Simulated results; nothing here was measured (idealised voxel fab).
The following is a process module called voxel ribs on slabs.
The width of the displayed cross-section, cut, is 290 nm; its cells are square, with a size of 5 nm.
Throughout this document, each cross-section is represented as a grid of square cells and is presented as a sequence of bands enumerated from the top downward, where a band comprises one or more rows of cells.
A band entry consists of two parts. The first gives the height of the band's top and the height of its bottom, in nm. The rest lists the band's materials from left to right, each with its width in nm. A single material labelled with the word "edge to edge" fills the band from edge to edge, and the word "empty" marks empty space.
Heights from 0 (as-received wafer is one material below). Bottom band endless downward, as "0 and below".
The two numbers in a width such as "30 to 40" mark its ends across the band: the first belongs to the top row of cells, the second to the bottom row, and from each row to the next the width moves by the same amount.
Take "remained unchanged" at face value: in the step it is given for, the cross-section changed in none of its cells.
"Closed void roster" lists enclosed empty spaces (at least 8 cells, no open path upward to the top), each as width x height at distance from the left edge, in nm.
Anything after a step's settings on that line? It's the simulator's own note about the step.
"overlay nm", when on a step's line for a step with a mask, measures how far to the right of its planned place the mask lay; a negative measure means to the left.
Every pair from here on: before one process step, after it. The after cross-section reaches only to the lowest band that changed. Below the pair: the step in between and its settings. Pairs can belong to different runs of this module on the same starting wafer; a pair carries on from the pair above only if the entry headed "Pre-step cross-section" says so.
# Pre-step cross-section
0 and below  Si edge to edge
Closed void roster: none
# Section After Processing
30 down to 0  SiO2 edge to edge
Below 0, the layers are the same as they were.
Closed void roster: none
Process step (between the before and after cross-sections above): DIRECTIONAL_DEP,material SiO2,thk nm 30
Pre-step cross-section: The cross-section prior to this step is the one presented after the step of the pair immediately above.
# Section After Processing
50 down to 30  polySi edge to edge
Below 30, the layers are the same as they were.
Closed void roster: none
Process step (between the before and after cross-sections above): DIRECTIONAL_DEP,material polySi,thk nm 20
Pre-step cross-section: The cross-section prior to this step is the one presented after the step of the pair immediately above.
# Section After Processing
65 down to 50  aC edge to edge
Below 50, the layers are the same as they were.
Closed void roster: none
Process step (between the before and after cross-sections above): DIRECTIONAL_DEP,material aC,thk nm 15
Pre-step cross-section: The cross-section prior to this step is the one presented after the step of the pair immediately above.
# Section After Processing
95 down to 65  130 of empty; 25 of resist; 135 of empty
Below 65, the layers are the same as they were.
Closed void roster: none
Process step (between the before and after cross-sections above): PATTERN,tone cover,mask id RIB,material resist,width nm 25,thk nm 30,overlay nm 0
Pre-step cross-section: The cross-section prior to this step is the one presented after the step of the pair immediately above.
# Section After Processing
80 down to 65  130 of empty; 25 of resist; 135 of empty
65 down to 50  130 of empty; 25 of aC; 135 of empty
Below 50, the layers are the same as they were.
Closed void roster: none
Process step (between the before and after cross-sections above): DIRECTIONAL_ETCH,etch materials aC,depth nm 15
Pre-step cross-section: The cross-section prior to this step is the one presented after the step of the pair immediately above.
# Section After Processing
65 down to 50  130 of empty; 25 of aC; 135 of empty
Below 50, the layers are the same as they were.
Closed void roster: none
Process step (between the before and after cross-sections above): STRIP,etch materials resist
Pre-step cross-section: The cross-section prior to this step is the one presented after the step of the pair immediately above.
# Section After Processing
65 down to 50  130 of empty; 25 of aC; 135 of empty
50 down to 40  130 of empty; 25 of polySi; 135 of empty
Below 40, the layers are the same as they were.
Closed void roster: none
Process step (between the before and after cross-sections above): DIRECTIONAL_ETCH,etch materials polySi,depth nm 10
Pre-step cross-section: The cross-section prior to this step is the one presented after the step of the pair immediately above.
# Section After Processing
50 down to 40  130 of empty; 25 of polySi; 135 of empty
Below 40, the layers are the same as they were.
Closed void roster: none
Process step (between the before and after cross-sections above): STRIP,etch materials aC
Pre-step cross-section: The cross-section prior to this step is the one presented after the step of the pair immediately above.
# Section After Processing
50 down to 40  130 of empty; 25 of polySi; 135 of empty
40 down to 30  110 of empty; 65 of polySi; 115 of empty
Below 30, the layers are the same as they were.
Closed void roster: none
Process step (between the before and after cross-sections above): MASKED_ETCH,tone cover,mask id SLAB,width nm 65,etch materials polySi,depth nm 10,overlay nm 0
Pre-step cross-section: The cross-section prior to this step is the one presented after the step of the pair immediately above.
# Section After Processing
80 down to 50  SiO2 edge to edge
50 down to 40  130 of SiO2; 25 of polySi; 135 of SiO2
40 down to 30  110 of SiO2; 65 of polySi; 115 of SiO2
Below 30, the layers are the same as they were.
Closed void roster: none
Process step (between the before and after cross-sections above): FILL_DEP,material SiO2,thk nm 30
Pre-step cross-section: The cross-section prior to this step is the one presented after the step of the pair immediately above.
# Section After Processing
70 down to 50  SiO2 edge to edge
Below 50, the layers are the same as they were.
Closed void roster: none
Process step (between the before and after cross-sections above): CMP,height nm 70
Pre-step cross-section: The cross-section prior to this step is the one presented after the step of the pair immediately above.
# Section After Processing
80 down to 70  W edge to edge
Below 70, the layers are the same as they were.
Closed void roster: none
Process step (between the before and after cross-sections above): DIRECTIONAL_DEP,material W,thk nm 10
Pre-step cross-section: The cross-section prior to this step is the one presented after the step of the pair immediately above.
# Section After Processing
95 down to 80  aC edge to edge
Below 80, the layers are the same as they were.
Closed void roster: none
Process step (between the before and after cross-sections above): DIRECTIONAL_DEP,material aC,thk nm 15
Pre-step cross-section: The cross-section prior to this step is the one presented after the step of the pair immediately above.
# Section After Processing
130 down to 95  125 of empty; 35 of resist; 130 of empty
Below 95, the layers are the same as they were.
Closed void roster: none
Process step (between the before and after cross-sections above): PATTERN,tone cover,mask id HEATER,material resist,width nm 35,thk nm 35,overlay nm 0
Pre-step cross-section: The cross-section prior to this step is the one presented after the step of the pair immediately above.
# Section After Processing
115 down to 95  125 of empty; 35 of resist; 130 of empty
95 down to 80  125 of empty; 35 of aC; 130 of empty
Below 80, the layers are the same as they were.
Closed void roster: none
Process step (between the before and after cross-sections above): DIRECTIONAL_ETCH,etch materials aC,depth nm 15
Pre-step cross-section: The cross-section prior to this step is the one presented after the step of the pair immediately above.
# Section After Processing
95 down to 80  125 of empty; 35 of aC; 130 of empty
Below 80, the layers are the same as they were.
Closed void roster: none
Process step (between the before and after cross-sections above): STRIP,etch materials resist
Pre-step cross-section: The cross-section prior to this step is the one presented after the step of the pair immediately above.
# Section After Processing
95 down to 80  125 of empty; 35 of aC; 130 of empty
80 down to 70  125 of empty; 35 of W; 130 of empty
Below 70, the layers are the same as they were.
Closed void roster: none
Process step (between the before and after cross-sections above): DIRECTIONAL_ETCH,etch materials W,depth nm 10
Pre-step cross-section: The cross-section prior to this step is the one presented after the step of the pair immediately above.
# Section After Processing
80 down to 70  125 of empty; 35 of W; 130 of empty
Below 70, the layers are the same as they were.
Closed void roster: none
Process step (between the before and after cross-sections above): STRIP,etch materials aC
Pre-step cross-section: The cross-section prior to this step is the one presented after the step of the pair immediately above.
# Section After Processing
90 down to 80  115 of empty; 55 of SiO2; 120 of empty
80 down to 70  125 of SiO2; 35 of W; 130 of SiO2
Below 70, the layers are the same as they were.
Closed void roster: none
Process step (between the before and after cross-sections above): CONFORMAL_DEP,material SiO2,thk nm 10
# Pre-step cross-section
50 down to 30  polySi edge to edge
30 down to 0  SiO2 edge to edge
0 and below  Si edge to edge
Closed void roster: none
# Section After Processing
70 down to 30  polySi edge to edge
Below 30, the layers are the same as they were.
Closed void roster: none
Process step (between the before and after cross-sections above): DIRECTIONAL_DEP,material polySi,thk nm 20
Pre-step cross-section: The cross-section prior to this step is the one presented after the step of the pair immediately above.
# Section After Processing
85 down to 70  aC edge to edge
Below 70, the layers are the same as they were.
Closed void roster: none
Process step (between the before and after cross-sections above): DIRECTIONAL_DEP,material aC,thk nm 15
Pre-step cross-section: The cross-section prior to this step is the one presented after the step of the pair immediately above.
# Section After Processing
115 down to 85  130 of empty; 25 of resist; 135 of empty
Below 85, the layers are the same as they were.
Closed void roster: none
Process step (between the before and after cross-sections above): PATTERN,tone cover,mask id RIB,material resist,width nm 25,thk nm 30,overlay nm 0
Pre-step cross-section: The cross-section prior to this step is the one presented after the step of the pair immediately above.
# Section After Processing
100 down to 85  130 of empty; 25 of resist; 135 of empty
85 down to 70  130 of empty; 25 of aC; 135 of empty
Below 70, the layers are the same as they were.
Closed void roster: none
Process step (between the before and after cross-sections above): DIRECTIONAL_ETCH,etch materials aC,depth nm 15
Pre-step cross-section: The cross-section prior to this step is the one presented after the step of the pair immediately above.
# Section After Processing
85 down to 70  130 of empty; 25 of aC; 135 of empty
Below 70, the layers are the same as they were.
Closed void roster: none
Process step (between the before and after cross-sections above): STRIP,etch materials resist
Pre-step cross-section: The cross-section prior to this step is the one presented after the step of the pair immediately above.
# Section After Processing
85 down to 70  130 of empty; 25 of aC; 135 of empty
70 down to 60  130 of empty; 25 of polySi; 135 of empty
Below 60, the layers are the same as they were.
Closed void roster: none
Process step (between the before and after cross-sections above): DIRECTIONAL_ETCH,etch materials polySi,depth nm 10
Pre-step cross-section: The cross-section prior to this step is the one presented after the step of the pair immediately above.
# Section After Processing
70 down to 60  130 of empty; 25 of polySi; 135 of empty
Below 60, the layers are the same as they were.
Closed void roster: none
Process step (between the before and after cross-sections above): STRIP,etch materials aC
Pre-step cross-section: The cross-section prior to this step is the one presented after the step of the pair immediately above.
# Section After Processing
70 down to 60  130 of empty; 25 of polySi; 135 of empty
60 down to 50  110 of empty; 65 of polySi; 115 of empty
Below 50, the layers are the same as they were.
Closed void roster: none
Process step (between the before and after cross-sections above): MASKED_ETCH,tone cover,mask id SLAB,width nm 65,etch materials polySi,depth nm 10,overlay nm 0
Pre-step cross-section: The cross-section prior to this step is the one presented after the step of the pair immediately above.
# Section After Processing
100 down to 70  SiO2 edge to edge
70 down to 60  130 of SiO2; 25 of polySi; 135 of SiO2
60 down to 50  110 of SiO2; 65 of polySi; 115 of SiO2
Below 50, the layers are the same as they were.
Closed void roster: none
Process step (between the before and after cross-sections above): FILL_DEP,material SiO2,thk nm 30
Pre-step cross-section: The cross-section prior to this step is the one presented after the step of the pair immediately above.
# Section After Processing
70 down to 60  130 of SiO2; 25 of polySi; 135 of SiO2
Below 60, the layers are the same as they were.
Closed void roster: none
Process step (between the before and after cross-sections above): CMP,height nm 70
Pre-step cross-section: The cross-section prior to this step is the one presented after the step of the pair immediately above.
# Section After Processing
80 down to 70  W edge to edge
Below 70, the layers are the same as they were.
Closed void roster: none
Process step (between the before and after cross-sections above): DIRECTIONAL_DEP,material W,thk nm 10
Pre-step cross-section: The cross-section prior to this step is the one presented after the step of the pair immediately above.
# Section After Processing
95 down to 80  aC edge to edge
Below 80, the layers are the same as they were.
Closed void roster: none
Process step (between the before and after cross-sections above): DIRECTIONAL_DEP,material aC,thk nm 15
Pre-step cross-section: The cross-section prior to this step is the one presented after the step of the pair immediately above.
# Section After Processing
130 down to 95  125 of empty; 35 of resist; 130 of empty
Below 95, the layers are the same as they were.
Closed void roster: none
Process step (between the before and after cross-sections above): PATTERN,tone cover,mask id HEATER,material resist,width nm 35,thk nm 35,overlay nm 0
Pre-step cross-section: The cross-section prior to this step is the one presented after the step of the pair immediately above.
# Section After Processing
115 down to 95  125 of empty; 35 of resist; 130 of empty
95 down to 80  125 of empty; 35 of aC; 130 of empty
Below 80, the layers are the same as they were.
Closed void roster: none
Process step (between the before and after cross-sections above): DIRECTIONAL_ETCH,etch materials aC,depth nm 15
Pre-step cross-section: The cross-section prior to this step is the one presented after the step of the pair immediately above.
# Section After Processing
95 down to 80  125 of empty; 35 of aC; 130 of empty
Below 80, the layers are the same as they were.
Closed void roster: none
Process step (between the before and after cross-sections above): STRIP,etch materials resist
Pre-step cross-section: The cross-section prior to this step is the one presented after the step of the pair immediately above.
# Section After Processing
95 down to 80  125 of empty; 35 of aC; 130 of empty
80 down to 70  125 of empty; 35 of W; 130 of empty
Below 70, the layers are the same as they were.
Closed void roster: none
Process step (between the before and after cross-sections above): DIRECTIONAL_ETCH,etch materials W,depth nm 10
Pre-step cross-section: The cross-section prior to this step is the one presented after the step of the pair immediately above.
# Section After Processing
80 down to 70  125 of empty; 35 of W; 130 of empty
Below 70, the layers are the same as they were.
Closed void roster: none
Process step (between the before and after cross-sections above): STRIP,etch materials aC
Pre-step cross-section: The cross-section prior to this step is the one presented after the step of the pair immediately above.
# Section After Processing
90 down to 80  115 of empty; 55 of SiO2; 120 of empty
80 down to 70  125 of SiO2; 35 of W; 130 of SiO2
Below 70, the layers are the same as they were.
Closed void roster: none
Process step (between the before and after cross-sections above): CONFORMAL_DEP,material SiO2,thk nm 10
# Pre-step cross-section
30 down to 0  SiO2 edge to edge
0 and below  Si edge to edge
Closed void roster: none
# Section After Processing
45 down to 30  aC edge to edge
Below 30, the layers are the same as they were.
Closed void roster: none
Process step (between the before and after cross-sections above): DIRECTIONAL_DEP,material aC,thk nm 15
Pre-step cross-section: The cross-section prior to this step is the one presented after the step of the pair immediately above.
# Section After Processing
65 down to 45  polySi edge to edge
Below 45, the layers are the same as they were.
Closed void roster: none
Process step (between the before and after cross-sections above): DIRECTIONAL_DEP,material polySi,thk nm 20
Pre-step cross-section: The cross-section prior to this step is the one presented after the step of the pair immediately above.
# Section After Processing
95 down to 65  130 of empty; 25 of resist; 135 of empty
Below 65, the layers are the same as they were.
Closed void roster: none
Process step (between the before and after cross-sections above): PATTERN,tone cover,mask id RIB,material resist,width nm 25,thk nm 30,overlay nm 0
Pre-step cross-section: The cross-section prior to this step is the one presented after the step of the pair immediately above.
# Section After Processing
80 down to 65  130 of empty; 25 of resist; 135 of empty
Below 65, the layers are the same as they were.
Closed void roster: none
Process step (between the before and after cross-sections above): DIRECTIONAL_ETCH,etch materials aC,depth nm 15
Pre-step cross-section: The cross-section prior to this step is the one presented after the step of the pair immediately above.
# Section After Processing
65 down to 45  polySi edge to edge
Below 45, the layers are the same as they were.
Closed void roster: none
Process step (between the before and after cross-sections above): STRIP,etch materials resist
Pre-step cross-section: The cross-section prior to this step is the one presented after the step of the pair immediately above.
# Section After Processing
55 down to 45  polySi edge to edge
Below 45, the layers are the same as they were.
Closed void roster: none
Process step (between the before and after cross-sections above): DIRECTIONAL_ETCH,etch materials polySi,depth nm 10
Pre-step cross-section: The cross-section prior to this step is the one presented after the step of the pair immediately above.
# Section After Processing
55 down to 45  110 of empty; 65 of polySi; 115 of empty
Below 45, the layers are the same as they were.
Closed void roster: none
Process step (between the before and after cross-sections above): MASKED_ETCH,tone cover,mask id SLAB,width nm 65,etch materials polySi,depth nm 10,overlay nm 0
Pre-step cross-section: The cross-section prior to this step is the one presented after the step of the pair immediately above.
# Section After Processing
85 down to 55  SiO2 edge to edge
55 down to 45  110 of SiO2; 65 of polySi; 115 of SiO2
Below 45, the layers are the same as they were.
Closed void roster: none
Process step (between the before and after cross-sections above): FILL_DEP,material SiO2,thk nm 30
Pre-step cross-section: The cross-section prior to this step is the one presented after the step of the pair immediately above.
# Section After Processing
70 down to 55  SiO2 edge to edge
Below 55, the layers are the same as they were.
Closed void roster: none
Process step (between the before and after cross-sections above): CMP,height nm 70
Pre-step cross-section: The cross-section prior to this step is the one presented after the step of the pair immediately above.
# Section After Processing
80 down to 70  W edge to edge
Below 70, the layers are the same as they were.
Closed void roster: none
Process step (between the before and after cross-sections above): DIRECTIONAL_DEP,material W,thk nm 10
Pre-step cross-section: The cross-section prior to this step is the one presented after the step of the pair immediately above.
# Section After Processing
95 down to 80  aC edge to edge
Below 80, the layers are the same as they were.
Closed void roster: none
Process step (between the before and after cross-sections above): DIRECTIONAL_DEP,material aC,thk nm 15
Pre-step cross-section: The cross-section prior to this step is the one presented after the step of the pair immediately above.
# Section After Processing
130 down to 95  125 of empty; 35 of resist; 130 of empty
Below 95, the layers are the same as they were.
Closed void roster: none
Process step (between the before and after cross-sections above): PATTERN,tone cover,mask id HEATER,material resist,width nm 35,thk nm 35,overlay nm 0
Pre-step cross-section: The cross-section prior to this step is the one presented after the step of the pair immediately above.
# Section After Processing
115 down to 95  125 of empty; 35 of resist; 130 of empty
95 down to 80  125 of empty; 35 of aC; 130 of empty
Below 80, the layers are the same as they were.
Closed void roster: none
Process step (between the before and after cross-sections above): DIRECTIONAL_ETCH,etch materials aC,depth nm 15
Pre-step cross-section: The cross-section prior to this step is the one presented after the step of the pair immediately above.
# Section After Processing
95 down to 80  125 of empty; 35 of aC; 130 of empty
Below 80, the layers are the same as they were.
Closed void roster: none
Process step (between the before and after cross-sections above): STRIP,etch materials resist
Pre-step cross-section: The cross-section prior to this step is the one presented after the step of the pair immediately above.
# Section After Processing
95 down to 80  125 of empty; 35 of aC; 130 of empty
80 down to 70  125 of empty; 35 of W; 130 of empty
Below 70, the layers are the same as they were.
Closed void roster: none
Process step (between the before and after cross-sections above): DIRECTIONAL_ETCH,etch materials W,depth nm 10
Pre-step cross-section: The cross-section prior to this step is the one presented after the step of the pair immediately above.
# Section After Processing
80 down to 70  125 of empty; 35 of W; 130 of empty
Below 70, the layers are the same as they were.
Closed void roster: none
Process step (between the before and after cross-sections above): STRIP,etch materials aC
Pre-step cross-section: The cross-section prior to this step is the one presented after the step of the pair immediately above.
# Section After Processing
90 down to 80  115 of empty; 55 of SiO2; 120 of empty
80 down to 70  125 of SiO2; 35 of W; 130 of SiO2
Below 70, the layers are the same as they were.
Closed void roster: none
Process step (between the before and after cross-sections above): CONFORMAL_DEP,material SiO2,thk nm 10
# Pre-step cross-section
70 down to 50  SiO2 edge to edge
50 down to 40  130 of SiO2; 25 of polySi; 135 of SiO2
40 down to 30  110 of SiO2; 65 of polySi; 115 of SiO2
30 down to 0  SiO2 edge to edge
0 and below  Si edge to edge
Closed void roster: none
# Section After Processing
85 down to 70  W edge to edge
Below 70, the layers are the same as they were.
Closed void roster: none
Process step (between the before and after cross-sections above): DIRECTIONAL_DEP,material W,thk nm 15
Pre-step cross-section: The cross-section prior to this step is the one presented after the step of the pair immediately above.
# Section After Processing
100 down to 85  aC edge to edge
Below 85, the layers are the same as they were.
Closed void roster: none
Process step (between the before and after cross-sections above): DIRECTIONAL_DEP,material aC,thk nm 15
Pre-step cross-section: The cross-section prior to this step is the one presented after the step of the pair immediately above.
# Section After Processing
135 down to 100  125 of empty; 35 of resist; 130 of empty
Below 100, the layers are the same as they were.
Closed void roster: none
Process step (between the before and after cross-sections above): PATTERN,tone cover,mask id HEATER,material resist,width nm 35,thk nm 35,overlay nm 0
Pre-step cross-section: The cross-section prior to this step is the one presented after the step of the pair immediately above.
# Section After Processing
120 down to 100  125 of empty; 35 of resist; 130 of empty
100 down to 85  125 of empty; 35 of aC; 130 of empty
Below 85, the layers are the same as they were.
Closed void roster: none
Process step (between the before and after cross-sections above): DIRECTIONAL_ETCH,etch materials aC,depth nm 15
Pre-step cross-section: The cross-section prior to this step is the one presented after the step of the pair immediately above.
# Section After Processing
100 down to 85  125 of empty; 35 of aC; 130 of empty
Below 85, the layers are the same as they were.
Closed void roster: none
Process step (between the before and after cross-sections above): STRIP,etch materials resist
Pre-step cross-section: The cross-section prior to this step is the one presented after the step of the pair immediately above.
# Section After Processing
100 down to 85  125 of empty; 35 of aC; 130 of empty
85 down to 75  125 of empty; 35 of W; 130 of empty
Below 75, the layers are the same as they were.
Closed void roster: none
Process step (between the before and after cross-sections above): DIRECTIONAL_ETCH,etch materials W,depth nm 10
Pre-step cross-section: The cross-section prior to this step is the one presented after the step of the pair immediately above.
# Section After Processing
85 down to 75  125 of empty; 35 of W; 130 of empty
Below 75, the layers are the same as they were.
Closed void roster: none
Process step (between the before and after cross-sections above): STRIP,etch materials aC
Pre-step cross-section: The cross-section prior to this step is the one presented after the step of the pair immediately above.
# Section After Processing
95 down to 85  115 of empty; 55 of SiO2; 120 of empty
85 down to 75  125 of SiO2; 35 of W; 130 of SiO2
Below 75, the layers are the same as they were.
Closed void roster: none
Process step (between the before and after cross-sections above): CONFORMAL_DEP,material SiO2,thk nm 10
# Pre-step cross-section
95 down to 80  aC edge to edge
80 down to 70  W edge to edge
70 down to 50  SiO2 edge to edge
50 down to 40  130 of SiO2; 25 of polySi; 135 of SiO2
40 down to 30  110 of SiO2; 65 of polySi; 115 of SiO2
30 down to 0  SiO2 edge to edge
0 and below  Si edge to edge
Closed void roster: none
# Section After Processing
130 down to 95  130 of empty; 25 of resist; 135 of empty
Below 95, the layers are the same as they were.
Closed void roster: none
Process step (between the before and after cross-sections above): PATTERN,tone cover,mask id HEATER,material resist,width nm 25,thk nm 35,overlay nm 0
Pre-step cross-section: The cross-section prior to this step is the one presented after the step of the pair immediately above.
# Section After Processing
115 down to 95  130 of empty; 25 of resist; 135 of empty
95 down to 80  130 of empty; 25 of aC; 135 of empty
Below 80, the layers are the same as they were.
Closed void roster: none
Process step (between the before and after cross-sections above): DIRECTIONAL_ETCH,etch materials aC,depth nm 15
Pre-step cross-section: The cross-section prior to this step is the one presented after the step of the pair immediately above.
# Section After Processing
95 down to 80  130 of empty; 25 of aC; 135 of empty
Below 80, the layers are the same as they were.
Closed void roster: none
Process step (between the before and after cross-sections above): STRIP,etch materials resist
Pre-step cross-section: The cross-section prior to this step is the one presented after the step of the pair immediately above.
# Section After Processing
95 down to 80  130 of empty; 25 of aC; 135 of empty
80 down to 70  130 of empty; 25 of W; 135 of empty
Below 70, the layers are the same as they were.
Closed void roster: none
Process step (between the before and after cross-sections above): DIRECTIONAL_ETCH,etch materials W,depth nm 10
Pre-step cross-section: The cross-section prior to this step is the one presented after the step of the pair immediately above.
# Section After Processing
80 down to 70  130 of empty; 25 of W; 135 of empty
Below 70, the layers are the same as they were.
Closed void roster: none
Process step (between the before and after cross-sections above): STRIP,etch materials aC
Pre-step cross-section: The cross-section prior to this step is the one presented after the step of the pair immediately above.
# Section After Processing
90 down to 80  120 of empty; 45 of SiO2; 125 of empty
80 down to 70  130 of SiO2; 25 of W; 135 of SiO2
Below 70, the layers are the same as they were.
Closed void roster: none
Process step (between the before and after cross-sections above): CONFORMAL_DEP,material SiO2,thk nm 10
# Pre-step cross-section
95 down to 80  aC edge to edge
80 down to 70  W edge to edge
70 down to 50  SiO2 edge to edge
50 down to 40  130 of SiO2; 25 of polySi; 135 of SiO2
40 down to 30  110 of SiO2; 65 of polySi; 115 of SiO2
30 down to 0  SiO2 edge to edge
0 and below  Si edge to edge
Closed void roster: none
# Section After Processing
130 down to 95  120 of empty; 35 of resist; 135 of empty
Below 95, the layers are the same as they were.
Closed void roster: none
Process step (between the before and after cross-sections above): PATTERN,tone cover,mask id HEATER,material resist,width nm 35,thk nm 35,overlay nm -5
Pre-step cross-section: The cross-section prior to this step is the one presented after the step of the pair immediately above.
# Section After Processing
115 down to 95  120 of empty; 35 of resist; 135 of empty
95 down to 80  120 of empty; 35 of aC; 135 of empty
Below 80, the layers are the same as they were.
Closed void roster: none
Process step (between the before and after cross-sections above): DIRECTIONAL_ETCH,etch materials aC,depth nm 15
Pre-step cross-section: The cross-section prior to this step is the one presented after the step of the pair immediately above.
# Section After Processing
95 down to 80  120 of empty; 35 of aC; 135 of empty
Below 80, the layers are the same as they were.
Closed void roster: none
Process step (between the before and after cross-sections above): STRIP,etch materials resist
Pre-step cross-section: The cross-section prior to this step is the one presented after the step of the pair immediately above.
# Section After Processing
95 down to 80  120 of empty; 35 of aC; 135 of empty
80 down to 70  120 of empty; 35 of W; 135 of empty
Below 70, the layers are the same as they were.
Closed void roster: none
Process step (between the before and after cross-sections above): DIRECTIONAL_ETCH,etch materials W,depth nm 10
Pre-step cross-section: The cross-section prior to this step is the one presented after the step of the pair immediately above.
# Section After Processing
80 down to 70  120 of empty; 35 of W; 135 of empty
Below 70, the layers are the same as they were.
Closed void roster: none
Process step (between the before and after cross-sections above): STRIP,etch materials aC
Pre-step cross-section: The cross-section prior to this step is the one presented after the step of the pair immediately above.
# Section After Processing
90 down to 80  110 of empty; 55 of SiO2; 125 of empty
80 down to 70  120 of SiO2; 35 of W; 135 of SiO2
Below 70, the layers are the same as they were.
Closed void roster: none
Process step (between the before and after cross-sections above): CONFORMAL_DEP,material SiO2,thk nm 10
# Pre-step cross-section
0 and below  Si edge to edge
Closed void roster: none
# Section After Processing
30 down to 0  aC edge to edge
Below 0, the layers are the same as they were.
Closed void roster: none
Process step (between the before and after cross-sections above): DIRECTIONAL_DEP,material aC,thk nm 30
Pre-step cross-section: The cross-section prior to this step is the one presented after the step of the pair immediately above.
# Section After Processing
50 down to 30  polySi edge to edge
Below 30, the layers are the same as they were.
Closed void roster: none
Process step (between the before and after cross-sections above): DIRECTIONAL_DEP,material polySi,thk nm 20
Pre-step cross-section: The cross-section prior to this step is the one presented after the step of the pair immediately above.
# Section After Processing
65 down to 50  aC edge to edge
Below 50, the layers are the same as they were.
Closed void roster: none
Process step (between the before and after cross-sections above): DIRECTIONAL_DEP,material aC,thk nm 15
Pre-step cross-section: The cross-section prior to this step is the one presented after the step of the pair immediately above.
# Section After Processing
95 down to 65  130 of empty; 25 of resist; 135 of empty
Below 65, the layers are the same as they were.
Closed void roster: none
Process step (between the before and after cross-sections above): PATTERN,tone cover,mask id RIB,material resist,width nm 25,thk nm 30,overlay nm 0
Pre-step cross-section: The cross-section prior to this step is the one presented after the step of the pair immediately above.
# Section After Processing
80 down to 65  130 of empty; 25 of resist; 135 of empty
65 down to 50  130 of empty; 25 of aC; 135 of empty
Below 50, the layers are the same as they were.
Closed void roster: none
Process step (between the before and after cross-sections above): DIRECTIONAL_ETCH,etch materials aC,depth nm 15
Pre-step cross-section: The cross-section prior to this step is the one presented after the step of the pair immediately above.
# Section After Processing
65 down to 50  130 of empty; 25 of aC; 135 of empty
Below 50, the layers are the same as they were.
Closed void roster: none
Process step (between the before and after cross-sections above): STRIP,etch materials resist
Pre-step cross-section: The cross-section prior to this step is the one presented after the step of the pair immediately above.
# Section After Processing
65 down to 50  130 of empty; 25 of aC; 135 of empty
50 down to 40  130 of empty; 25 of polySi; 135 of empty
Below 40, the layers are the same as they were.
Closed void roster: none
Process step (between the before and after cross-sections above): DIRECTIONAL_ETCH,etch materials polySi,depth nm 10
Pre-step cross-section: The cross-section prior to this step is the one presented after the step of the pair immediately above.
# Section After Processing
50 down to 40  130 of empty; 25 of polySi; 135 of empty
Below 40, the layers are the same as they were.
Closed void roster: none
Process step (between the before and after cross-sections above): STRIP,etch materials aC
Pre-step cross-section: The cross-section prior to this step is the one presented after the step of the pair immediately above.
# Section After Processing
50 down to 40  130 of empty; 25 of polySi; 135 of empty
40 down to 30  110 of empty; 65 of polySi; 115 of empty
Below 30, the layers are the same as they were.
Closed void roster: none
Process step (between the before and after cross-sections above): MASKED_ETCH,tone cover,mask id SLAB,width nm 65,etch materials polySi,depth nm 10,overlay nm 0
Pre-step cross-section: The cross-section prior to this step is the one presented after the step of the pair immediately above.
# Section After Processing
80 down to 50  SiO2 edge to edge
50 down to 40  130 of SiO2; 25 of polySi; 135 of SiO2
40 down to 30  110 of SiO2; 65 of polySi; 115 of SiO2
Below 30, the layers are the same as they were.
Closed void roster: none
Process step (between the before and after cross-sections above): FILL_DEP,material SiO2,thk nm 30
Pre-step cross-section: The cross-section prior to this step is the one presented after the step of the pair immediately above.
# Section After Processing
70 down to 50  SiO2 edge to edge
Below 50, the layers are the same as they were.
Closed void roster: none
Process step (between the before and after cross-sections above): CMP,height nm 70
Pre-step cross-section: The cross-section prior to this step is the one presented after the step of the pair immediately above.
# Section After Processing
80 down to 70  W edge to edge
Below 70, the layers are the same as they were.
Closed void roster: none
Process step (between the before and after cross-sections above): DIRECTIONAL_DEP,material W,thk nm 10
Pre-step cross-section: The cross-section prior to this step is the one presented after the step of the pair immediately above.
# Section After Processing
95 down to 80  aC edge to edge
Below 80, the layers are the same as they were.
Closed void roster: none
Process step (between the before and after cross-sections above): DIRECTIONAL_DEP,material aC,thk nm 15
Pre-step cross-section: The cross-section prior to this step is the one presented after the step of the pair immediately above.
# Section After Processing
130 down to 95  125 of empty; 35 of resist; 130 of empty
Below 95, the layers are the same as they were.
Closed void roster: none
Process step (between the before and after cross-sections above): PATTERN,tone cover,mask id HEATER,material resist,width nm 35,thk nm 35,overlay nm 0
Pre-step cross-section: The cross-section prior to this step is the one presented after the step of the pair immediately above.
# Section After Processing
115 down to 95  125 of empty; 35 of resist; 130 of empty
95 down to 80  125 of empty; 35 of aC; 130 of empty
Below 80, the layers are the same as they were.
Closed void roster: none
Process step (between the before and after cross-sections above): DIRECTIONAL_ETCH,etch materials aC,depth nm 15
Pre-step cross-section: The cross-section prior to this step is the one presented after the step of the pair immediately above.
# Section After Processing
95 down to 80  125 of empty; 35 of aC; 130 of empty
Below 80, the layers are the same as they were.
Closed void roster: none
Process step (between the before and after cross-sections above): STRIP,etch materials resist
Pre-step cross-section: The cross-section prior to this step is the one presented after the step of the pair immediately above.
# Section After Processing
95 down to 80  125 of empty; 35 of aC; 130 of empty
80 down to 70  125 of empty; 35 of W; 130 of empty
Below 70, the layers are the same as they were.
Closed void roster: none
Process step (between the before and after cross-sections above): DIRECTIONAL_ETCH,etch materials W,depth nm 10
Pre-step cross-section: The cross-section prior to this step is the one presented after the step of the pair immediately above.
# Section After Processing
80 down to 70  125 of empty; 35 of W; 130 of empty
Below 70, the layers are the same as they were.
Closed void roster: none
Process step (between the before and after cross-sections above): STRIP,etch materials aC
Pre-step cross-section: The cross-section prior to this step is the one presented after the step of the pair immediately above.
# Section After Processing
90 down to 80  115 of empty; 55 of SiO2; 120 of empty
80 down to 70  125 of SiO2; 35 of W; 130 of SiO2
Below 70, the layers are the same as they were.
Closed void roster: none
Process step (between the before and after cross-sections above): CONFORMAL_DEP,material SiO2,thk nm 10
# Pre-step cross-section
65 down to 50  aC edge to edge
50 down to 30  polySi edge to edge
30 down to 0  SiO2 edge to edge
0 and below  Si edge to edge
Closed void roster: none
# Section After Processing
95 down to 65  130 of resist; 25 of empty; 135 of resist
Below 65, the layers are the same as they were.
Closed void roster: none
Process step (between the before and after cross-sections above): PATTERN,tone open,mask id RIB,material resist,width nm 25,thk nm 30,overlay nm 0
Pre-step cross-section: The cross-section prior to this step is the one presented after the step of the pair immediately above.
# Section After Processing
80 down to 65  130 of resist; 25 of empty; 135 of resist
65 down to 50  130 of aC; 25 of empty; 135 of aC
Below 50, the layers are the same as they were.
Closed void roster: none
Process step (between the before and after cross-sections above): DIRECTIONAL_ETCH,etch materials aC,depth nm 15
Pre-step cross-section: The cross-section prior to this step is the one presented after the step of the pair immediately above.
# Section After Processing
65 down to 50  130 of aC; 25 of empty; 135 of aC
Below 50, the layers are the same as they were.
Closed void roster: none
Process step (between the before and after cross-sections above): STRIP,etch materials resist
